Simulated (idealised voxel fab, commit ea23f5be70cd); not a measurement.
Name of the process module below: voxel ribs on slabs
Pictured: cross-section cut, 145 nm wide, on a grid of 5 nm square cells.
How to read a cross-section here: the picture is a grid of square cells, written as bands going from the top down, and any band can span one or more rows of cells. Top height, bottom height, nm. Materials left to right, width each, nm. Single material + "everywhere" = fills band edge to edge. "blank" = empty. Measure heights from 0. That's the level where, below it, the as-received wafer is all one material. The lowest band is bottomless and extends downward; write it as in "z 0 and below". When a width is written as two numbers, as in "30..40", the first number is the width in the top row of cells of the band and the second is the width in its bottom row, and the width changes by the same amount from each row to the next. You'll sometimes find "everything unchanged" written for a step, and that's the way of saying that nowhere in the cross-section did a cell change during that step. For the entry "Listed closed voids", the listed items are empty spaces with no open way to the top whose size is 8 cells or more; each item follows the pattern width x height at distance, where distance is from the left edge and all three are in nm. Whatever follows a step's settings on its line is a remark the simulator itself makes about that step. What "overlay nm" on a step's line means: if the step has a mask, that mask lay this far to the right of its planned place, or, when the value is negative, to the left.

# The planned process steps are enumerated hereunder
1 op RECEIVE | material Si
2 op DIRECTIONAL_DEP | material SiO2 | thk nm 30
3 op DIRECTIONAL_DEP | material polySi | thk nm 25
4 op PATTERN | tone cover | mask id RIB | material resist | width nm 30 | thk nm 15 | overlay nm 0
5 op DIRECTIONAL_ETCH | etch materials polySi | depth nm 20
6 op STRIP | etch materials resist
7 op DIRECTIONAL_DEP | material aC | thk nm 10
8 op PATTERN | tone cover | mask id SLAB | material resist | width nm 80 | thk nm 30 | overlay nm 0
9 op DIRECTIONAL_ETCH | etch materials aC | depth nm 10
10 op STRIP | etch materials resist
11 op DIRECTIONAL_ETCH | etch materials polySi | depth nm 5
12 op STRIP | etch materials aC
13 op FILL_DEP | material SiO2 | thk nm 25
14 op CMP | height nm 70
15 op DIRECTIONAL_DEP | material W | thk nm 5
16 op MASKED_ETCH | tone cover | mask id HEATER | width nm 40 | etch materials W | depth nm 5 | overlay nm 0
17 op CONFORMAL_DEP | material SiN | thk nm 5

# As-received state of the wafer in cross-section, equivalent to post-step 1
> z 0 and below | Si everywhere
> Listed closed voids: none

# first wafer at the end, as planned
> z 80 to 75 | blank (45)  SiN (50)  blank (50)
> z 75 to 70 | SiN (50)  W (40)  SiN (55)
> z 70 to 55 | SiO2 everywhere
> z 55 to 35 | SiO2 (55)  polySi (30)  SiO2 (60)
> z 35 to 30 | SiO2 (30)  polySi (80)  SiO2 (35)
> z 30 to 0 | SiO2 everywhere
> z 0 and below | Si everywhere
> Listed closed voids: none

# Presented here is a cross-section of the second of the two wafers as it stood at the end of the module. It was started in the same manner and assigned the same plan as the first wafer; however, one mistake was made in its execution
> z 75 to 70 | blank (50)  W (40)  blank (55)
> z 70 to 55 | SiO2 everywhere
> z 55 to 35 | SiO2 (55)  polySi (30)  SiO2 (60)
> z 35 to 30 | SiO2 (30)  polySi (80)  SiO2 (35)
> z 30 to 0 | SiO2 everywhere
> z 0 and below | Si everywhere
> Listed closed voids: none
Want to know what went wrong? heads up, step 17 of the plan was skipped and never actually ran
Count the cells at the end and the second wafer has more or fewer of some materials than the first: SiN -31
